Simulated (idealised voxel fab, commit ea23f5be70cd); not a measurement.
Process module under the name voxel wiring stack
This is section cut - it's 165 nm across, gridded in 5 nm square cells.
Cross-section = grid of square cells, listed top down in bands; band = one or more rows. Quick guide to a band line: top height, bottom height (nm) up front; then every material left to right with its width in nm. Only one material and it's marked "all across"? Then it fills the band edge to edge. And "blank" just means empty space. Heights from 0 (as-received wafer is one material below). Bottom band endless downward, as "0 down". You'd read "30..40" like this: the band's top row of cells is as wide as the first number, its bottom row is as wide as the second, and going down, every row changes width by the same amount as the row before did. It should be understood that the words "same as before", when stated for a given step, signify that the cross-section underwent no change in any of its cells during that step. This entry, "closed voids", enumerates those empty regions of no fewer than 8 cells that possess no open connection to the top. Each region is reported in the form width x height at distance, the distance being taken from the left edge, with all three quantities expressed in nm. Where a step's line continues beyond its settings, the continuation is a remark by the simulator itself on that step. overlay nm: on a step with a mask, how far right of its planned place the mask lay; negative means left. Note on reading: below, each pair holds a cross-section from before one process step and one from after it; the one from after shows only down to the lowest band that changed. Beneath the pair, the step in between is stated along with its settings. The pairs can stem from different runs of this module on the same starting wafer. Where a pair's entry headed "Before-step section" says so, and only there, that pair continues from the pair above it.

-- Before-step section
	165 to 150 = 45 aC, then 25 blank, then 25 aC, then 25 blank, then 45 aC
	150 to 120 = 45 SiO2, then 15 blank, then 35 SiO2, then 15 blank, then 55 SiO2
	120 to 115 = SiCN all across
	115 to 105 = 45 lowk, then 5 TiN, then 15 Ru, then 5 TiN, then 25 lowk, then 5 TiN, then 15 Ru, then 5 TiN, then 45 lowk
	105 to 100 = 45 lowk, then 5 TiN, then 5 Ru, then 15 TiN, then 25 lowk, then 25 TiN, then 45 lowk
	100 to 90 = 45 lowk, then 5 TiN, then 5 Ru, then 5 TiN, then 105 lowk
	90 to 85 = 45 SiCN, then 15 TiN, then 105 SiCN
	85 to 70 = 45 lowk, then 25 W, then 25 lowk, then 25 W, then 45 lowk
	70 to 65 = 45 lowk, then 25 TiN, then 25 lowk, then 25 TiN, then 45 lowk
	65 to 50 = 45 SiO2, then 5 TiN, then 5 Cu, then 5 TiN, then 105 SiO2
	50 to 45 = 45 SiCN, then 15 TiN, then 105 SiCN
	45 to 40 = 30 SiCN, then 35 Ru, then 15 SiCN, then 35 Ru, then 50 SiCN
	40 to 20 = 35 SiO2, then 5 TiN, then 15 Cu, then 5 TiN, then 25 SiO2, then 5 TiN, then 15 Cu, then 5 TiN, then 55 SiO2
	20 to 15 = 35 SiCN, then 25 TiN, then 25 SiCN, then 25 TiN, then 55 SiCN
	15 to 0 = SiO2 all across
	0 down = Si all across
	closed voids: none

-- After the Step
	165 to 150 = 45 aC, then 25 blank, then 25 aC, then 25 blank, then 45 aC
	150 to 135 = 45 SiO2, then 25 blank, then 25 SiO2, then 25 blank, then 45 SiO2
	Unchanged below 135.
	closed voids: none
Step taken after the before cross-section and before the after cross-section above: DIRECTIONAL_ETCH | etch materials SiO2 | depth nm 15

Before-step section: Please consult the pair immediately above; the cross-section it shows after its step is the state before this step.

-- After the Step
	165 to 150 = 45 aC, then 25 blank, then 25 aC, then 25 blank, then 45 aC
	150 to 135 = 45 SiO2, then 25 blank, then 25 SiO2, then 25 blank, then 45 SiO2
	135 to 120 = 45 SiO2, then 15 blank, then 35 SiO2, then 15 blank, then 55 SiO2
	120 to 115 = 45 SiCN, then 15 blank, then 35 SiCN, then 15 blank, then 55 SiCN
	Unchanged below 115.
	closed voids: none
Step taken after the before cross-section and before the after cross-section above: DIRECTIONAL_ETCH | etch materials SiCN | depth nm 5

Before-step section: Please consult the pair immediately above; the cross-section it shows after its step is the state before this step.

-- After the Step
	150 to 135 = 45 SiO2, then 25 blank, then 25 SiO2, then 25 blank, then 45 SiO2
	Unchanged below 135.
	closed voids: none
Step taken after the before cross-section and before the after cross-section above: STRIP | etch materials aC

Before-step section: Please consult the pair immediately above; the cross-section it shows after its step is the state before this step.

-- After the Step
	155 to 150 = 50 TiN, then 15 blank, then 35 TiN, then 15 blank, then 50 TiN
	150 to 140 = 45 SiO2, then 5 TiN, then 15 blank, then 5 TiN, then 25 SiO2, then 5 TiN, then 15 blank, then 5 TiN, then 45 SiO2
	140 to 135 = 45 SiO2, then 5 TiN, then 5 blank, then 15 TiN, then 25 SiO2, then 5 TiN, then 5 blank, then 15 TiN, then 45 SiO2
	135 to 120 = 45 SiO2, then 5 TiN, then 5 blank, then 5 TiN, then 35 SiO2, then 5 TiN, then 5 blank, then 5 TiN, then 55 SiO2
	120 to 115 = 45 SiCN, then 15 TiN, then 35 SiCN, then 15 TiN, then 55 SiCN
	Unchanged below 115.
	closed voids: none
Step taken after the before cross-section and before the after cross-section above: CONFORMAL_DEP | material TiN | thk nm 5

Before-step section: Please consult the pair immediately above; the cross-section it shows after its step is the state before this step.

-- After the Step
	160 to 155 = Cu all across
	155 to 150 = 50 TiN, then 15 Cu, then 35 TiN, then 15 Cu, then 50 TiN
	150 to 140 = 45 SiO2, then 5 TiN, then 15 Cu, then 5 TiN, then 25 SiO2, then 5 TiN, then 15 Cu, then 5 TiN, then 45 SiO2
	140 to 135 = 45 SiO2, then 5 TiN, then 5 Cu, then 15 TiN, then 25 SiO2, then 5 TiN, then 5 Cu, then 15 TiN, then 45 SiO2
	135 to 120 = 45 SiO2, then 5 TiN, then 5 Cu, then 5 TiN, then 35 SiO2, then 5 TiN, then 5 Cu, then 5 TiN, then 55 SiO2
	Unchanged below 120.
	closed voids: none
Step taken after the before cross-section and before the after cross-section above: FILL_DEP | material Cu | thk nm 5

Before-step section: Please consult the pair immediately above; the cross-section it shows after its step is the state before this step.

-- After the Step
	150 to 140 = 45 SiO2, then 5 TiN, then 15 Cu, then 5 TiN, then 25 SiO2, then 5 TiN, then 15 Cu, then 5 TiN, then 45 SiO2
	Unchanged below 140.
	closed voids: none
Step taken after the before cross-section and before the after cross-section above: CMP | height nm 150

Before-step section: Please consult the pair immediately above; the cross-section it shows after its step is the state before this step.

-- After the Step
	155 to 150 = SiN all across
	Unchanged below 150.
	closed voids: none
Step taken after the before cross-section and before the after cross-section above: CONFORMAL_DEP | material SiN | thk nm 5

-- Before-step section
	0 down = Si all across
	closed voids: none

-- After the Step
	15 to 0 = lowk all across
	Unchanged below 0.
	closed voids: none
Step taken after the before cross-section and before the after cross-section above: CONFORMAL_DEP | material lowk | thk nm 15

Before-step section: Please consult the pair immediately above; the cross-section it shows after its step is the state before this step.

-- After the Step
	20 to 15 = SiCN all across
	Unchanged below 15.
	closed voids: none
Step taken after the before cross-section and before the after cross-section above: CONFORMAL_DEP | material SiCN | thk nm 5

Before-step section: Please consult the pair immediately above; the cross-section it shows after its step is the state before this step.

-- After the Step
	40 to 20 = SiO2 all across
	Unchanged below 20.
	closed voids: none
Step taken after the before cross-section and before the after cross-section above: DIRECTIONAL_DEP | material SiO2 | thk nm 20

Before-step section: Please consult the pair immediately above; the cross-section it shows after its step is the state before this step.

-- After the Step
	60 to 40 = 45 resist, then 25 blank, then 25 resist, then 25 blank, then 45 resist
	Unchanged below 40.
	closed voids: none
Step taken after the before cross-section and before the after cross-section above: PATTERN | tone open | mask id METAL_1 | material resist | width nm 25 | pitch nm 50 | thk nm 20 | overlay nm 0

Before-step section: Please consult the pair immediately above; the cross-section it shows after its step is the state before this step.

-- After the Step
	60 to 40 = 45 resist, then 25 blank, then 25 resist, then 25 blank, then 45 resist
	40 to 20 = 45 SiO2, then 25 blank, then 25 SiO2, then 25 blank, then 45 SiO2
	Unchanged below 20.
	closed voids: none
Step taken after the before cross-section and before the after cross-section above: DIRECTIONAL_ETCH | etch materials SiO2 | depth nm 20

Before-step section: Please consult the pair immediately above; the cross-section it shows after its step is the state before this step.

-- After the Step
	60 to 40 = 45 resist, then 25 blank, then 25 resist, then 25 blank, then 45 resist
	40 to 20 = 45 SiO2, then 25 blank, then 25 SiO2, then 25 blank, then 45 SiO2
	20 to 15 = 45 SiCN, then 25 blank, then 25 SiCN, then 25 blank, then 45 SiCN
	Unchanged below 15.
	closed voids: none
Step taken after the before cross-section and before the after cross-section above: DIRECTIONAL_ETCH | etch materials SiCN | depth nm 5

Before-step section: Please consult the pair immediately above; the cross-section it shows after its step is the state before this step.

-- After the Step
	40 to 20 = 45 SiO2, then 25 blank, then 25 SiO2, then 25 blank, then 45 SiO2
	Unchanged below 20.
	closed voids: none
Step taken after the before cross-section and before the after cross-section above: STRIP | etch materials resist

Before-step section: Please consult the pair immediately above; the cross-section it shows after its step is the state before this step.

-- After the Step
	45 to 40 = 50 TiN, then 15 blank, then 35 TiN, then 15 blank, then 50 TiN
	40 to 20 = 45 SiO2, then 5 TiN, then 15 blank, then 5 TiN, then 25 SiO2, then 5 TiN, then 15 blank, then 5 TiN, then 45 SiO2
	20 to 15 = 45 SiCN, then 25 TiN, then 25 SiCN, then 25 TiN, then 45 SiCN
	Unchanged below 15.
	closed voids: none
Step taken after the before cross-section and before the after cross-section above: CONFORMAL_DEP | material TiN | thk nm 5

Before-step section: Please consult the pair immediately above; the cross-section it shows after its step is the state before this step.

-- After the Step
	55 to 45 = Cu all across
	45 to 40 = 50 TiN, then 15 Cu, then 35 TiN, then 15 Cu, then 50 TiN
	40 to 20 = 45 SiO2, then 5 TiN, then 15 Cu, then 5 TiN, then 25 SiO2, then 5 TiN, then 15 Cu, then 5 TiN, then 45 SiO2
	Unchanged below 20.
	closed voids: none
Step taken after the before cross-section and before the after cross-section above: FILL_DEP | material Cu | thk nm 10

Before-step section: Please consult the pair immediately above; the cross-section it shows after its step is the state before this step.

-- After the Step
	40 to 20 = 45 SiO2, then 5 TiN, then 15 Cu, then 5 TiN, then 25 SiO2, then 5 TiN, then 15 Cu, then 5 TiN, then 45 SiO2
	Unchanged below 20.
	closed voids: none
Step taken after the before cross-section and before the after cross-section above: CMP | height nm 40

Before-step section: Please consult the pair immediately above; the cross-section it shows after its step is the state before this step.

-- After the Step
	45 to 40 = 40 blank, then 35 Ru, then 15 blank, then 35 Ru, then 40 blank
	Unchanged below 40.
	closed voids: none
Step taken after the before cross-section and before the after cross-section above: EPI | material Ru | thk nm 5

Before-step section: Please consult the pair immediately above; the cross-section it shows after its step is the state before this step.

-- After the Step
	50 to 45 = SiCN all across
	45 to 40 = 40 SiCN, then 35 Ru, then 15 SiCN, then 35 Ru, then 40 SiCN
	Unchanged below 40.
	closed voids: none
Step taken after the before cross-section and before the after cross-section above: FILL_DEP | material SiCN | thk nm 5

Before-step section: Please consult the pair immediately above; the cross-section it shows after its step is the state before this step.

-- After the Step
	65 to 50 = SiO2 all across
	Unchanged below 50.
	closed voids: none
Step taken after the before cross-section and before the after cross-section above: DIRECTIONAL_DEP | material SiO2 | thk nm 15

Before-step section: Please consult the pair immediately above; the cross-section it shows after its step is the state before this step.

-- After the Step
	75 to 65 = aC all across
	Unchanged below 65.
	closed voids: none
Step taken after the before cross-section and before the after cross-section above: DIRECTIONAL_DEP | material aC | thk nm 10

Before-step section: Please consult the pair immediately above; the cross-section it shows after its step is the state before this step.

-- After the Step
	100 to 75 = 45 resist, then 15 blank, then 105 resist
	Unchanged below 75.
	closed voids: none
Step taken after the before cross-section and before the after cross-section above: PATTERN | tone open | mask id PLUG_1 | material resist | width nm 15 | thk nm 25 | overlay nm 0

Before-step section: Please consult the pair immediately above; the cross-section it shows after its step is the state before this step.

-- After the Step
	90 to 75 = 45 resist, then 15 blank, then 105 resist
	75 to 65 = 45 aC, then 15 blank, then 105 aC
	Unchanged below 65.
	closed voids: none
Step taken after the before cross-section and before the after cross-section above: DIRECTIONAL_ETCH | etch materials aC | depth nm 10

Before-step section: Please consult the pair immediately above; the cross-section it shows after its step is the state before this step.

-- After the Step
	75 to 65 = 45 aC, then 15 blank, then 105 aC
	Unchanged below 65.
	closed voids: none
Step taken after the before cross-section and before the after cross-section above: STRIP | etch materials resist

Before-step section: Please consult the pair immediately above; the cross-section it shows after its step is the state before this step.

-- After the Step
	75 to 65 = 45 aC, then 15 blank, then 105 aC
	65 to 50 = 45 SiO2, then 15 blank, then 105 SiO2
	Unchanged below 50.
	closed voids: none
Step taken after the before cross-section and before the after cross-section above: DIRECTIONAL_ETCH | etch materials SiO2 | depth nm 15

Before-step section: Please consult the pair immediately above; the cross-section it shows after its step is the state before this step.

-- After the Step
	75 to 65 = 45 aC, then 15 blank, then 105 aC
	65 to 50 = 45 SiO2, then 15 blank, then 105 SiO2
	50 to 45 = 45 SiCN, then 15 blank, then 105 SiCN
	Unchanged below 45.
	closed voids: none
Step taken after the before cross-section and before the after cross-section above: DIRECTIONAL_ETCH | etch materials SiCN | depth nm 5

Before-step section: Please consult the pair immediately above; the cross-section it shows after its step is the state before this step.

-- After the Step
	65 to 50 = 45 SiO2, then 15 blank, then 105 SiO2
	Unchanged below 50.
	closed voids: none
Step taken after the before cross-section and before the after cross-section above: STRIP | etch materials aC

Before-step section: Please consult the pair immediately above; the cross-section it shows after its step is the state before this step.

-- After the Step
	70 to 65 = 50 TiN, then 5 blank, then 110 TiN
	65 to 50 = 45 SiO2, then 5 TiN, then 5 blank, then 5 TiN, then 105 SiO2
	50 to 45 = 45 SiCN, then 15 TiN, then 105 SiCN
	Unchanged below 45.
	closed voids: none
Step taken after the before cross-section and before the after cross-section above: CONFORMAL_DEP | material TiN | thk nm 5

Before-step section: Please consult the pair immediately above; the cross-section it shows after its step is the state before this step.

-- After the Step
	75 to 70 = Cu all across
	70 to 65 = 50 TiN, then 5 Cu, then 110 TiN
	65 to 50 = 45 SiO2, then 5 TiN, then 5 Cu, then 5 TiN, then 105 SiO2
	Unchanged below 50.
	closed voids: none
Step taken after the before cross-section and before the after cross-section above: FILL_DEP | material Cu | thk nm 5

Before-step section: Please consult the pair immediately above; the cross-section it shows after its step is the state before this step.

-- After the Step
	65 to 50 = 45 SiO2, then 5 TiN, then 5 Cu, then 5 TiN, then 105 SiO2
	Unchanged below 50.
	closed voids: none
Step taken after the before cross-section and before the after cross-section above: CMP | height nm 65

Before-step section: Please consult the pair immediately above; the cross-section it shows after its step is the state before this step.

-- After the Step
	70 to 65 = TiN all across
	Unchanged below 65.
	closed voids: none
Step taken after the before cross-section and before the after cross-section above: DIRECTIONAL_DEP | material TiN | thk nm 5

Before-step section: Please consult the pair immediately above; the cross-section it shows after its step is the state before this step.

-- After the Step
	85 to 70 = W all across
	Unchanged below 70.
	closed voids: none
Step taken after the before cross-section and before the after cross-section above: DIRECTIONAL_DEP | material W | thk nm 15

Before-step section: Please consult the pair immediately above; the cross-section it shows after its step is the state before this step.

-- After the Step
	85 to 70 = 45 blank, then 25 W, then 25 blank, then 25 W, then 45 blank
	Unchanged below 70.
	closed voids: none
Step taken after the before cross-section and before the after cross-section above: MASKED_ETCH | tone cover | mask id METAL_2 | width nm 25 | pitch nm 50 | etch materials W | depth nm 15 | overlay nm 0

Before-step section: Please consult the pair immediately above; the cross-section it shows after its step is the state before this step.

-- After the Step
	85 to 70 = 45 blank, then 25 W, then 25 blank, then 25 W, then 45 blank
	70 to 65 = 45 blank, then 25 TiN, then 25 blank, then 25 TiN, then 45 blank
	Unchanged below 65.
	closed voids: none
Step taken after the before cross-section and before the after cross-section above: MASKED_ETCH | tone cover | mask id METAL_2 | width nm 25 | pitch nm 50 | etch materials TiN | depth nm 5 | overlay nm 0

Before-step section: Please consult the pair immediately above; the cross-section it shows after its step is the state before this step.

-- After the Step
	95 to 85 = lowk all across
	85 to 70 = 45 lowk, then 25 W, then 25 lowk, then 25 W, then 45 lowk
	70 to 65 = 45 lowk, then 25 TiN, then 25 lowk, then 25 TiN, then 45 lowk
	Unchanged below 65.
	closed voids: none
Step taken after the before cross-section and before the after cross-section above: FILL_DEP | material lowk | thk nm 10

Before-step section: Please consult the pair immediately above; the cross-section it shows after its step is the state before this step.

-- After the Step
	85 to 70 = 45 lowk, then 25 W, then 25 lowk, then 25 W, then 45 lowk
	Unchanged below 70.
	closed voids: none
Step taken after the before cross-section and before the after cross-section above: CMP | height nm 85

Before-step section: Please consult the pair immediately above; the cross-section it shows after its step is the state before this step.

-- After the Step
	90 to 85 = SiCN all across
	Unchanged below 85.
	closed voids: none
Step taken after the before cross-section and before the after cross-section above: CONFORMAL_DEP | material SiCN | thk nm 5

Before-step section: Please consult the pair immediately above; the cross-section it shows after its step is the state before this step.

-- After the Step
	115 to 90 = lowk all across
	Unchanged below 90.
	closed voids: none
Step taken after the before cross-section and before the after cross-section above: DIRECTIONAL_DEP | material lowk | thk nm 25

Before-step section: Please consult the pair immediately above; the cross-section it shows after its step is the state before this step.

-- After the Step
	125 to 115 = aC all across
	Unchanged below 115.
	closed voids: none
Step taken after the before cross-section and before the after cross-section above: DIRECTIONAL_DEP | material aC | thk nm 10

Before-step section: Please consult the pair immediately above; the cross-section it shows after its step is the state before this step.

-- After the Step
	155 to 125 = 45 resist, then 15 blank, then 105 resist
	Unchanged below 125.
	closed voids: none
Step taken after the before cross-section and before the after cross-section above: PATTERN | tone open | mask id METAL_3_HOLES | material resist | width nm 15 | thk nm 30 | overlay nm 0

Before-step section: Please consult the pair immediately above; the cross-section it shows after its step is the state before this step.

-- After the Step
	145 to 125 = 45 resist, then 15 blank, then 105 resist
	125 to 115 = 45 aC, then 15 blank, then 105 aC
	Unchanged below 115.
	closed voids: none
Step taken after the before cross-section and before the after cross-section above: DIRECTIONAL_ETCH | etch materials aC | depth nm 10

Before-step section: Please consult the pair immediately above; the cross-section it shows after its step is the state before this step.

-- After the Step
	125 to 115 = 45 aC, then 15 blank, then 105 aC
	Unchanged below 115.
	closed voids: none
Step taken after the before cross-section and before the after cross-section above: STRIP | etch materials resist

Before-step section: Please consult the pair immediately above; the cross-section it shows after its step is the state before this step.

-- After the Step
	125 to 115 = 45 aC, then 15 blank, then 105 aC
	115 to 90 = 45 lowk, then 15 blank, then 105 lowk
	Unchanged below 90.
	closed voids: none
Step taken after the before cross-section and before the after cross-section above: DIRECTIONAL_ETCH | etch materials lowk | depth nm 25

Before-step section: Please consult the pair immediately above; the cross-section it shows after its step is the state before this step.

-- After the Step
	115 to 90 = 45 lowk, then 15 blank, then 105 lowk
	Unchanged below 90.
	closed voids: none
Step taken after the before cross-section and before the after cross-section above: STRIP | etch materials aC

Before-step section: Please consult the pair immediately above; the cross-section it shows after its step is the state before this step.

-- After the Step
	115 to 100 = 45 lowk, then 25 blank, then 25 lowk, then 25 blank, then 45 lowk
	Unchanged below 100.
	closed voids: none
Step taken after the before cross-section and before the after cross-section above: MASKED_ETCH | tone open | mask id METAL_3 | width nm 25 | pitch nm 50 | etch materials lowk | depth nm 15 | overlay nm 0

Before-step section: Please consult the pair immediately above; the cross-section it shows after its step is the state before this step.

-- After the Step
	115 to 100 = 45 lowk, then 25 blank, then 25 lowk, then 25 blank, then 45 lowk
	100 to 90 = 45 lowk, then 15 blank, then 105 lowk
	90 to 85 = 45 SiCN, then 15 blank, then 105 SiCN
	Unchanged below 85.
	closed voids: none
Step taken after the before cross-section and before the after cross-section above: MASKED_ETCH | tone open | mask id METAL_3 | width nm 25 | pitch nm 50 | etch materials SiCN | depth nm 5 | overlay nm 0

Before-step section: Please consult the pair immediately above; the cross-section it shows after its step is the state before this step.

-- After the Step
	120 to 115 = 50 TiN, then 15 blank, then 35 TiN, then 15 blank, then 50 TiN
	115 to 105 = 45 lowk, then 5 TiN, then 15 blank, then 5 TiN, then 25 lowk, then 5 TiN, then 15 blank, then 5 TiN, then 45 lowk
	105 to 100 = 45 lowk, then 5 TiN, then 5 blank, then 15 TiN, then 25 lowk, then 25 TiN, then 45 lowk
	100 to 90 = 45 lowk, then 5 TiN, then 5 blank, then 5 TiN, then 105 lowk
	90 to 85 = 45 SiCN, then 15 TiN, then 105 SiCN
	Unchanged below 85.
	closed voids: none
Step taken after the before cross-section and before the after cross-section above: CONFORMAL_DEP | material TiN | thk nm 5

Before-step section: Please consult the pair immediately above; the cross-section it shows after its step is the state before this step.

-- After the Step
	125 to 120 = Ru all across
	120 to 115 = 50 TiN, then 15 Ru, then 35 TiN, then 15 Ru, then 50 TiN
	115 to 105 = 45 lowk, then 5 TiN, then 15 Ru, then 5 TiN, then 25 lowk, then 5 TiN, then 15 Ru, then 5 TiN, then 45 lowk
	105 to 100 = 45 lowk, then 5 TiN, then 5 Ru, then 15 TiN, then 25 lowk, then 25 TiN, then 45 lowk
	100 to 90 = 45 lowk, then 5 TiN, then 5 Ru, then 5 TiN, then 105 lowk
	Unchanged below 90.
	closed voids: none
Step taken after the before cross-section and before the after cross-section above: FILL_DEP | material Ru | thk nm 5

Before-step section: Please consult the pair immediately above; the cross-section it shows after its step is the state before this step.

-- After the Step
	115 to 105 = 45 lowk, then 5 TiN, then 15 Ru, then 5 TiN, then 25 lowk, then 5 TiN, then 15 Ru, then 5 TiN, then 45 lowk
	Unchanged below 105.
	closed voids: none
Step taken after the before cross-section and before the after cross-section above: CMP | height nm 115

Before-step section: Please consult the pair immediately above; the cross-section it shows after its step is the state before this step.

-- After the Step
	120 to 115 = SiCN all across
	Unchanged below 115.
	closed voids: none
Step taken after the before cross-section and before the after cross-section above: CONFORMAL_DEP | material SiCN | thk nm 5

Before-step section: Please consult the pair immediately above; the cross-section it shows after its step is the state before this step.

-- After the Step
	150 to 120 = SiO2 all across
	Unchanged below 120.
	closed voids: none
Step taken after the before cross-section and before the after cross-section above: DIRECTIONAL_DEP | material SiO2 | thk nm 30

Before-step section: Please consult the pair immediately above; the cross-section it shows after its step is the state before this step.

-- After the Step
	165 to 150 = aC all across
	Unchanged below 150.
	closed voids: none
Step taken after the before cross-section and before the after cross-section above: DIRECTIONAL_DEP | material aC | thk nm 15

Before-step section: Please consult the pair immediately above; the cross-section it shows after its step is the state before this step.

-- After the Step
	195 to 165 = 45 resist, then 15 blank, then 35 resist, then 15 blank, then 55 resist
	Unchanged below 165.
	closed voids: none
Step taken after the before cross-section and before the after cross-section above: PATTERN | tone open | mask id METAL_4_HOLES | material resist | width nm 15 | pitch nm 50 | thk nm 30 | overlay nm 0

Before-step section: Please consult the pair immediately above; the cross-section it shows after its step is the state before this step.

-- After the Step
	180 to 165 = 45 resist, then 15 blank, then 35 resist, then 15 blank, then 55 resist
	165 to 150 = 45 aC, then 15 blank, then 35 aC, then 15 blank, then 55 aC
	Unchanged below 150.
	closed voids: none
Step taken after the before cross-section and before the after cross-section above: DIRECTIONAL_ETCH | etch materials aC | depth nm 15

Before-step section: Please consult the pair immediately above; the cross-section it shows after its step is the state before this step.

-- After the Step
	165 to 150 = 45 aC, then 15 blank, then 35 aC, then 15 blank, then 55 aC
	Unchanged below 150.
	closed voids: none
Step taken after the before cross-section and before the after cross-section above: STRIP | etch materials resist

Before-step section: Please consult the pair immediately above; the cross-section it shows after its step is the state before this step.

-- After the Step
	165 to 150 = 45 aC, then 15 blank, then 35 aC, then 15 blank, then 55 aC
	150 to 120 = 45 SiO2, then 15 blank, then 35 SiO2, then 15 blank, then 55 SiO2
	Unchanged below 120.
	closed voids: none
Step taken after the before cross-section and before the after cross-section above: DIRECTIONAL_ETCH | etch materials SiO2 | depth nm 30

Before-step section: Please consult the pair immediately above; the cross-section it shows after its step is the state before this step.

-- After the Step
	150 to 120 = 45 SiO2, then 15 blank, then 35 SiO2, then 15 blank, then 55 SiO2
	Unchanged below 120.
	closed voids: none
Step taken after the before cross-section and before the after cross-section above: STRIP | etch materials aC

Before-step section: Please consult the pair immediately above; the cross-section it shows after its step is the state before this step.

-- After the Step
	165 to 150 = 45 aC, then 15 blank, then 35 aC, then 15 blank, then 55 aC
	150 to 135 = 45 SiO2, then 15 blank, then 35 SiO2, then 15 blank, then 55 SiO2
	135 to 120 = 45 SiO2, then 15 aC, then 35 SiO2, then 15 aC, then 55 SiO2
	Unchanged below 120.
	closed voids: none
Step taken after the before cross-section and before the after cross-section above: DIRECTIONAL_DEP | material aC | thk nm 15

Before-step section: Please consult the pair immediately above; the cross-section it shows after its step is the state before this step.

-- After the Step
	195 to 165 = 45 resist, then 25 blank, then 25 resist, then 25 blank, then 45 resist
	Unchanged below 165.
	closed voids: none
Step taken after the before cross-section and before the after cross-section above: PATTERN | tone open | mask id METAL_4 | material resist | width nm 25 | pitch nm 50 | thk nm 30 | overlay nm 0

Before-step section: Please consult the pair immediately above; the cross-section it shows after its step is the state before this step.

-- After the Step
	180 to 165 = 45 resist, then 25 blank, then 25 resist, then 25 blank, then 45 resist
	165 to 150 = 45 aC, then 25 blank, then 25 aC, then 25 blank, then 45 aC
	150 to 120 = 45 SiO2, then 15 blank, then 35 SiO2, then 15 blank, then 55 SiO2
	Unchanged below 120.
	closed voids: none
Step taken after the before cross-section and before the after cross-section above: DIRECTIONAL_ETCH | etch materials aC | depth nm 15

Before-step section: Please consult the pair immediately above; the cross-section it shows after its step is the state before this step.

-- After the Step
	165 to 150 = 45 aC, then 25 blank, then 25 aC, then 25 blank, then 45 aC
	Unchanged below 150.
	closed voids: none
Step taken after the before cross-section and before the after cross-section above: STRIP | etch materials resist

Before-step section: Please consult the pair immediately above; the cross-section it shows after its step is the state before this step.

-- After the Step
	165 to 150 = 45 aC, then 25 blank, then 25 aC, then 25 blank, then 45 aC
	150 to 135 = 45 SiO2, then 25 blank, then 25 SiO2, then 25 blank, then 45 SiO2
	Unchanged below 135.
	closed voids: none
Step taken after the before cross-section and before the after cross-section above: DIRECTIONAL_ETCH | etch materials SiO2 | depth nm 15

Before-step section: Please consult the pair immediately above; the cross-section it shows after its step is the state before this step.

-- After the Step
	165 to 150 = 45 aC, then 25 blank, then 25 aC, then 25 blank, then 45 aC
	150 to 135 = 45 SiO2, then 25 blank, then 25 SiO2, then 25 blank, then 45 SiO2
	135 to 120 = 45 SiO2, then 15 blank, then 35 SiO2, then 15 blank, then 55 SiO2
	120 to 115 = 45 SiCN, then 15 blank, then 35 SiCN, then 15 blank, then 55 SiCN
	Unchanged below 115.
	closed voids: none
Step taken after the before cross-section and before the after cross-section above: DIRECTIONAL_ETCH | etch materials SiCN | depth nm 5

Before-step section: Please consult the pair immediately above; the cross-section it shows after its step is the state before this step.

-- After the Step
	150 to 135 = 45 SiO2, then 25 blank, then 25 SiO2, then 25 blank, then 45 SiO2
	Unchanged below 135.
	closed voids: none
Step taken after the before cross-section and before the after cross-section above: STRIP | etch materials aC

Before-step section: Please consult the pair immediately above; the cross-section it shows after its step is the state before this step.

-- After the Step
	155 to 150 = 50 TiN, then 15 blank, then 35 TiN, then 15 blank, then 50 TiN
	150 to 140 = 45 SiO2, then 5 TiN, then 15 blank, then 5 TiN, then 25 SiO2, then 5 TiN, then 15 blank, then 5 TiN, then 45 SiO2
	140 to 135 = 45 SiO2, then 5 TiN, then 5 blank, then 15 TiN, then 25 SiO2, then 5 TiN, then 5 blank, then 15 TiN, then 45 SiO2
	135 to 120 = 45 SiO2, then 5 TiN, then 5 blank, then 5 TiN, then 35 SiO2, then 5 TiN, then 5 blank, then 5 TiN, then 55 SiO2
	120 to 115 = 45 SiCN, then 15 TiN, then 35 SiCN, then 15 TiN, then 55 SiCN
	Unchanged below 115.
	closed voids: none
Step taken after the before cross-section and before the after cross-section above: CONFORMAL_DEP | material TiN | thk nm 5

Before-step section: Please consult the pair immediately above; the cross-section it shows after its step is the state before this step.

-- After the Step
	160 to 155 = Cu all across
	155 to 150 = 50 TiN, then 15 Cu, then 35 TiN, then 15 Cu, then 50 TiN
	150 to 140 = 45 SiO2, then 5 TiN, then 15 Cu, then 5 TiN, then 25 SiO2, then 5 TiN, then 15 Cu, then 5 TiN, then 45 SiO2
	140 to 135 = 45 SiO2, then 5 TiN, then 5 Cu, then 15 TiN, then 25 SiO2, then 5 TiN, then 5 Cu, then 15 TiN, then 45 SiO2
	135 to 120 = 45 SiO2, then 5 TiN, then 5 Cu, then 5 TiN, then 35 SiO2, then 5 TiN, then 5 Cu, then 5 TiN, then 55 SiO2
	Unchanged below 120.
	closed voids: none
Step taken after the before cross-section and before the after cross-section above: FILL_DEP | material Cu | thk nm 5

Before-step section: Please consult the pair immediately above; the cross-section it shows after its step is the state before this step.

-- After the Step
	150 to 140 = 45 SiO2, then 5 TiN, then 15 Cu, then 5 TiN, then 25 SiO2, then 5 TiN, then 15 Cu, then 5 TiN, then 45 SiO2
	Unchanged below 140.
	closed voids: none
Step taken after the before cross-section and before the after cross-section above: CMP | height nm 150

Before-step section: Please consult the pair immediately above; the cross-section it shows after its step is the state before this step.

-- After the Step
	155 to 150 = SiN all across
	Unchanged below 150.
	closed voids: none
Step taken after the before cross-section and before the after cross-section above: CONFORMAL_DEP | material SiN | thk nm 5

-- Before-step section
	75 to 65 = aC all across
	65 to 50 = SiO2 all across
	50 to 45 = SiCN all across
	45 to 40 = 40 SiCN, then 35 Ru, then 15 SiCN, then 35 Ru, then 40 SiCN
	40 to 20 = 45 SiO2, then 5 TiN, then 15 Cu, then 5 TiN, then 25 SiO2, then 5 TiN, then 15 Cu, then 5 TiN, then 45 SiO2
	20 to 15 = 45 SiCN, then 25 TiN, then 25 SiCN, then 25 TiN, then 45 SiCN
	15 to 0 = SiO2 all across
	0 down = Si all across
	closed voids: none

-- After the Step
	100 to 75 = 45 blank, then 15 resist, then 105 blank
	Unchanged below 75.
	closed voids: none
Step taken after the before cross-section and before the after cross-section above: PATTERN | tone cover | mask id PLUG_1 | material resist | width nm 15 | thk nm 25 | overlay nm 0

Before-step section: Please consult the pair immediately above; the cross-section it shows after its step is the state before this step.

-- After the Step
	90 to 75 = 45 blank, then 15 resist, then 105 blank
	75 to 65 = 45 blank, then 15 aC, then 105 blank
	Unchanged below 65.
	closed voids: none
Step taken after the before cross-section and before the after cross-section above: DIRECTIONAL_ETCH | etch materials aC | depth nm 10

Before-step section: Please consult the pair immediately above; the cross-section it shows after its step is the state before this step.

-- After the Step
	75 to 65 = 45 blank, then 15 aC, then 105 blank
	Unchanged below 65.
	closed voids: none
Step taken after the before cross-section and before the after cross-section above: STRIP | etch materials resist

Before-step section: Please consult the pair immediately above; the cross-section it shows after its step is the state before this step.

-- After the Step
	75 to 65 = 45 blank, then 15 aC, then 105 blank
	65 to 50 = 45 blank, then 15 SiO2, then 105 blank
	Unchanged below 50.
	closed voids: none
Step taken after the before cross-section and before the after cross-section above: DIRECTIONAL_ETCH | etch materials SiO2 | depth nm 15
